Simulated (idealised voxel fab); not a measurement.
Process module, titled voxel self aligned contacts
Section cut is 170 nm wide and gridded with 5 nm square cells.
A cross-section is written here as square cells arranged in a grid, and it is given in bands from the top down, each band taking up one or more rows of cells. In this notation a band is specified by the heights of its top and bottom, in that order and in nm, after which its materials appear from left to right, each paired with its width in nm. The word "all across" attached to a single material means that material fills the band from edge to edge; the word "air" stands for empty space. Height 0 is the level under which the wafer as received is all one material. The lowest band goes on downwards, as in "0..down". Think of "30..40" as a width that walks from the first number to the second as you go down the band, top row to bottom row, taking equal-sized steps from row to row. It should be understood that the words "all unchanged", when stated for a given step, signify that the cross-section underwent no change in any of its cells during that step. "Completely sealed voids" means: voids of 8 cells or more that are shut off from the top with no open way through. Written width x height at distance, distance from the left edge, in nm. Read whatever lies past the settings on a step's line as the simulator's own remark about the step. overlay nm, on a step with a mask: how far to the right of its planned place the mask lay; to the left if negative. Read the rest as pairs. Take the cross-section before one process step, then the cross-section after it, which shows only down to the lowest band that changed. Under the pair, find the step between them and its settings. Bear in mind that pairs may come from different runs of this module on the same starting wafer: link a pair to the pair above it only where its entry headed "Prior to step" says to.

Prior to step
* 60..55 = W: 30, TiN: 5, SiO2: 40, TiN: 5, W: 5, TiN: 5, SiO2: 40, TiN: 5, W: 35
* 55..50 = W: 5, TiN: 30, SiO2: 40, TiN: 15, SiO2: 40, TiN: 30, W: 10
* 50..35 = W: 5, TiN: 5, SiN: 35, SiO2: 20, SiN: 35, SiO2: 20, SiN: 35, TiN: 5, W: 10
* 35..5 = W: 5, TiN: 5, SiN: 5, polySi: 25, SiN: 5, SiO2: 20, SiN: 5, polySi: 25, SiN: 5, SiO2: 20, SiN: 5, polySi: 25, SiN: 5, TiN: 5, W: 10
* 5..0 = TiN: 10, SiO2: 145, TiN: 15
* 0..down = Si all across
* Completely sealed voids: none

Result of Step
* 65..60 = SiCN all across
* Everything below 60 is unchanged.
* Completely sealed voids: none
Between the two cross-sections above, the process step reads CONFORMAL_DEP: material SiCN, thk nm 5
